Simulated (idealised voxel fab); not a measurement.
process module | voxel air gaps
cross-section cut | 255 nm wide | cells 5 nm
A cross-section is a grid of square cells, given in bands from the top down. A band is one or more rows of cells.
Each band's line starts with the height of the band's top and of its bottom, in nm. Then come its materials from left to right, each with its width in nm. One material with "throughout" fills the band from edge to edge. "air" is empty space.
Height 0 is the level under which the wafer as received is all one material. The lowest band goes on downwards, as in "0 down".
A width such as "30 to 40" changes by the same amount from each row of cells to the next, from the band's top row to its bottom row.
"no change" after a step means that no cell of the cross-section changed.
closed voids: empty space of 8 cells or more with no open way to the top, each as width x height at its distance from the left edge, in nm
after a step's settings: what the simulator itself notes on the step
overlay nm, on a step with a mask: how far to the right of its planned place the mask lay; to the left if negative
plan
1 op RECEIVE | material Si
2 op CONFORMAL_DEP | material SiO2 | thk nm 15
3 op CONFORMAL_DEP | material SiN | thk nm 5
4 op DIRECTIONAL_DEP | material lowk | thk nm 35
5 op DIRECTIONAL_DEP | material aC | thk nm 10
6 op PATTERN | tone open | mask id LINES | material resist | width nm 25 | pitch nm 55 | thk nm 25 | overlay nm 0
7 op DIRECTIONAL_ETCH | etch materials aC | depth nm 10
8 op STRIP | etch materials resist
9 op DIRECTIONAL_ETCH | etch materials lowk | depth nm 35
10 op STRIP | etch materials aC
11 op CONFORMAL_DEP | material TiN | thk nm 5
12 op FILL_DEP | material W | thk nm 5
13 op CMP | height nm 55
14 op EPI | material Ru | thk nm 10
15 op SELECTIVE_ETCH | etch materials lowk | depth nm 45
16 op CONFORMAL_DEP | material SiN | thk nm 5
as received, after step 1
  0 down: Si throughout
  closed voids: none
a wafer at the end: this start, this plan, one mistake
  70 to 65: air 50 | SiN 165 | air 40
  65 to 55: air 50 | SiN 5 | Ru 45 | SiN 10 | Ru 45 | SiN 10 | Ru 45 | SiN 5 | air 40
  55 to 50: air 50 | SiN 15 | TiN 5 | W 15 | TiN 5 | SiN 30 | TiN 5 | W 15 | TiN 5 | SiN 30 | TiN 5 | W 15 | TiN 5 | SiN 15 | air 40
  50 to 25: air 60 | SiN 5 | TiN 5 | W 15 | TiN 5 | SiN 5 | air 20 | SiN 5 | TiN 5 | W 15 | TiN 5 | SiN 5 | air 20 | SiN 5 | TiN 5 | W 15 | TiN 5 | SiN 5 | air 50
  25 to 20: SiN 65 | TiN 25 | SiN 30 | TiN 25 | SiN 30 | TiN 25 | SiN 55
  20 to 15: SiN throughout
  15 to 0: SiO2 throughout
  0 down: Si throughout
  closed voids: 20 x 25 at 95; 20 x 25 at 150
what went wrong: step 6 ran as: op PATTERN | tone open | mask id LINES | material resist | width nm 25 | pitch nm 55 | thk nm 25 | overlay nm 5
